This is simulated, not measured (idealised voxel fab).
The process module that follows is named voxel gate over fins.
We display cut, a cross-section 210 nm in width whose square cells are each 5 nm.
Just so we're on the same page, the cross-sections are grids of square cells, and they're listed out in bands top to bottom, each band one or more rows deep.
Basically the band line says how high the top is and how high the bottom is, in nm, and then what's in it from left to right, every material with its width in nm. Empty space shows up as "blank", and if a single material carries "everywhere" it runs the full band edge to edge.
Height reference: 0 = level under which incoming wafer is all one material. Lowest band: no bottom, runs on downward, e.g. "0 and below".
Width "30 to 40": first value at the band's top row of cells, second value at its bottom row, equal change from row to row.
Given "identical to before" for a step, no cell of the cross-section differs between before and after that step.
Closed empty spaces (no open way to the top) of 8 cells or more are what "Closed void listing" lists, each as width x height at distance from the left edge, nm for all three.
If you see something after the settings on a step's line, that's the simulator's own remark about that step.
The "overlay nm" setting may appear on a step's line; for a step that uses a mask, it gives how far to the right of its planned position the mask lay, and a negative value indicates the left.

THE PLANNED PROCESS STEPS ARE ENUMERATED HEREUNDER
1 op RECEIVE | material Si
2 op CONFORMAL_DEP | material SiN | thk nm 5
3 op MASKED_ETCH | tone cover | mask id FINS | width nm 15 | pitch nm 45 | etch materials SiN | depth nm 5 | overlay nm 0
4 op MASKED_ETCH | tone cover | mask id FINS | width nm 15 | pitch nm 45 | etch materials Si | depth nm 30 | overlay nm 0
5 op FILL_DEP | material SiO2 | thk nm 5
6 op CMP | height nm 5
7 op SELECTIVE_ETCH | etch materials SiO2 | depth nm 15
8 op STRIP | etch materials SiN
9 op CONFORMAL_DEP | material HfO2 | thk nm 5
10 op CONFORMAL_DEP | material TiN | thk nm 5
11 op FILL_DEP | material W | thk nm 10
12 op CMP | height nm 15
13 op CONFORMAL_DEP | material SiCN | thk nm 10

SO, THE FIRST OF OUR TWO WAFERS, RUN JUST AS WE PLANNED IT

AS RECEIVED (POST STEP 1): CROSS-SECTION
- 0 and below = Si everywhere
- Closed void listing: none

THE WAFER, SEEN IN CROSS-SECTION, AFTER STEP 2
- 5 down to 0 = SiN everywhere
- Beneath the level 0, the cross-section is identical to its previous state.

THE WAFER, SEEN IN CROSS-SECTION, AFTER STEP 3
- 5 down to 0 = 30 blank | 15 SiN | 30 blank | 15 SiN | 30 blank | 15 SiN | 30 blank | 15 SiN | 30 blank
- Beneath the level 0, the cross-section is identical to its previous state.

THE WAFER, SEEN IN CROSS-SECTION, AFTER STEP 4
- 5 down to 0 = 30 blank | 15 SiN | 30 blank | 15 SiN | 30 blank | 15 SiN | 30 blank | 15 SiN | 30 blank
- 0 down to -30 = 30 blank | 15 Si | 30 blank | 15 Si | 30 blank | 15 Si | 30 blank | 15 Si | 30 blank
- Beneath the level -30, the cross-section is identical to its previous state.

THE WAFER, SEEN IN CROSS-SECTION, AFTER STEP 5
- 10 down to 5 = SiO2 everywhere
- 5 down to 0 = 30 SiO2 | 15 SiN | 30 SiO2 | 15 SiN | 30 SiO2 | 15 SiN | 30 SiO2 | 15 SiN | 30 SiO2
- 0 down to -30 = 30 SiO2 | 15 Si | 30 SiO2 | 15 Si | 30 SiO2 | 15 Si | 30 SiO2 | 15 Si | 30 SiO2
- Beneath the level -30, the cross-section is identical to its previous state.

THE WAFER, SEEN IN CROSS-SECTION, AFTER STEP 6
- 5 down to 0 = 30 SiO2 | 15 SiN | 30 SiO2 | 15 SiN | 30 SiO2 | 15 SiN | 30 SiO2 | 15 SiN | 30 SiO2
- Beneath the level 0, the cross-section is identical to its previous state.

THE WAFER, SEEN IN CROSS-SECTION, AFTER STEP 7
- 5 down to 0 = 30 blank | 15 SiN | 30 blank | 15 SiN | 30 blank | 15 SiN | 30 blank | 15 SiN | 30 blank
- 0 down to -10 = 30 blank | 15 Si | 30 blank | 15 Si | 30 blank | 15 Si | 30 blank | 15 Si | 30 blank
- Beneath the level -10, the cross-section is identical to its previous state.

THE WAFER, SEEN IN CROSS-SECTION, AFTER STEP 8
- 0 down to -10 = 30 blank | 15 Si | 30 blank | 15 Si | 30 blank | 15 Si | 30 blank | 15 Si | 30 blank
- Beneath the level -10, the cross-section is identical to its previous state.

THE WAFER, SEEN IN CROSS-SECTION, AFTER STEP 9
- 5 down to 0 = 25 blank | 25 HfO2 | 20 blank | 25 HfO2 | 20 blank | 25 HfO2 | 20 blank | 25 HfO2 | 25 blank
- 0 down to -5 = 25 blank | 5 HfO2 | 15 Si | 5 HfO2 | 20 blank | 5 HfO2 | 15 Si | 5 HfO2 | 20 blank | 5 HfO2 | 15 Si | 5 HfO2 | 20 blank | 5 HfO2 | 15 Si | 5 HfO2 | 25 blank
- -5 down to -10 = 30 HfO2 | 15 Si | 30 HfO2 | 15 Si | 30 HfO2 | 15 Si | 30 HfO2 | 15 Si | 30 HfO2
- Beneath the level -10, the cross-section is identical to its previous state.

THE WAFER, SEEN IN CROSS-SECTION, AFTER STEP 10
- 10 down to 5 = 20 blank | 35 TiN | 10 blank | 35 TiN | 10 blank | 35 TiN | 10 blank | 35 TiN | 20 blank
- 5 down to 0 = 20 blank | 5 TiN | 25 HfO2 | 5 TiN | 10 blank | 5 TiN | 25 HfO2 | 5 TiN | 10 blank | 5 TiN | 25 HfO2 | 5 TiN | 10 blank | 5 TiN | 25 HfO2 | 5 TiN | 20 blank
- 0 down to -5 = 25 TiN | 5 HfO2 | 15 Si | 5 HfO2 | 20 TiN | 5 HfO2 | 15 Si | 5 HfO2 | 20 TiN | 5 HfO2 | 15 Si | 5 HfO2 | 20 TiN | 5 HfO2 | 15 Si | 5 HfO2 | 25 TiN
- Beneath the level -5, the cross-section is identical to its previous state.

THE WAFER, SEEN IN CROSS-SECTION, AFTER STEP 11
- 20 down to 10 = W everywhere
- 10 down to 5 = 20 W | 35 TiN | 10 W | 35 TiN | 10 W | 35 TiN | 10 W | 35 TiN | 20 W
- 5 down to 0 = 20 W | 5 TiN | 25 HfO2 | 5 TiN | 10 W | 5 TiN | 25 HfO2 | 5 TiN | 10 W | 5 TiN | 25 HfO2 | 5 TiN | 10 W | 5 TiN | 25 HfO2 | 5 TiN | 20 W
- Beneath the level 0, the cross-section is identical to its previous state.

THE WAFER, SEEN IN CROSS-SECTION, AFTER STEP 12
- 15 down to 10 = W everywhere
- Beneath the level 10, the cross-section is identical to its previous state.

THE WAFER, SEEN IN CROSS-SECTION, AFTER STEP 13
- 25 down to 15 = SiCN everywhere
- Beneath the level 15, the cross-section is identical to its previous state.

SECOND WAFER: LIKE START, LIKE PLAN, ONE MISTAKE. THROUGH STEP 8 IT MATCHES THE FIRST WAFER

SECOND WAFER, CROSS-SECTION, PLANNED END OF STEP 9
- 5 down to 0 = 25 blank | 25 TiN | 20 blank | 25 TiN | 20 blank | 25 TiN | 20 blank | 25 TiN | 25 blank
- 0 down to -5 = 25 blank | 5 TiN | 15 Si | 5 TiN | 20 blank | 5 TiN | 15 Si | 5 TiN | 20 blank | 5 TiN | 15 Si | 5 TiN | 20 blank | 5 TiN | 15 Si | 5 TiN | 25 blank
- -5 down to -10 = 30 TiN | 15 Si | 30 TiN | 15 Si | 30 TiN | 15 Si | 30 TiN | 15 Si | 30 TiN
- Beneath the level -10, the cross-section is identical to its previous state.

SECOND WAFER, CROSS-SECTION, PLANNED END OF STEP 10
- 10 down to 5 = 20 blank | 35 HfO2 | 10 blank | 35 HfO2 | 10 blank | 35 HfO2 | 10 blank | 35 HfO2 | 20 blank
- 5 down to 0 = 20 blank | 5 HfO2 | 25 TiN | 5 HfO2 | 10 blank | 5 HfO2 | 25 TiN | 5 HfO2 | 10 blank | 5 HfO2 | 25 TiN | 5 HfO2 | 10 blank | 5 HfO2 | 25 TiN | 5 HfO2 | 20 blank
- 0 down to -5 = 25 HfO2 | 5 TiN | 15 Si | 5 TiN | 20 HfO2 | 5 TiN | 15 Si | 5 TiN | 20 HfO2 | 5 TiN | 15 Si | 5 TiN | 20 HfO2 | 5 TiN | 15 Si | 5 TiN | 25 HfO2
- Beneath the level -5, the cross-section is identical to its previous state.

SECOND WAFER, CROSS-SECTION, PLANNED END OF STEP 11
- 20 down to 10 = W everywhere
- 10 down to 5 = 20 W | 35 HfO2 | 10 W | 35 HfO2 | 10 W | 35 HfO2 | 10 W | 35 HfO2 | 20 W
- 5 down to 0 = 20 W | 5 HfO2 | 25 TiN | 5 HfO2 | 10 W | 5 HfO2 | 25 TiN | 5 HfO2 | 10 W | 5 HfO2 | 25 TiN | 5 HfO2 | 10 W | 5 HfO2 | 25 TiN | 5 HfO2 | 20 W
- Beneath the level 0, the cross-section is identical to its previous state.

SECOND WAFER, CROSS-SECTION, PLANNED END OF STEP 12
- 15 down to 10 = W everywhere
- Beneath the level 10, the cross-section is identical to its previous state.

SECOND WAFER, CROSS-SECTION, PLANNED END OF STEP 13
- 25 down to 15 = SiCN everywhere
- Beneath the level 15, the cross-section is identical to its previous state.
what went wrong: step 9 ran in the slot meant for step 10, and vice versa
Final state: per-material cell counts identical on both wafers; locations differ.
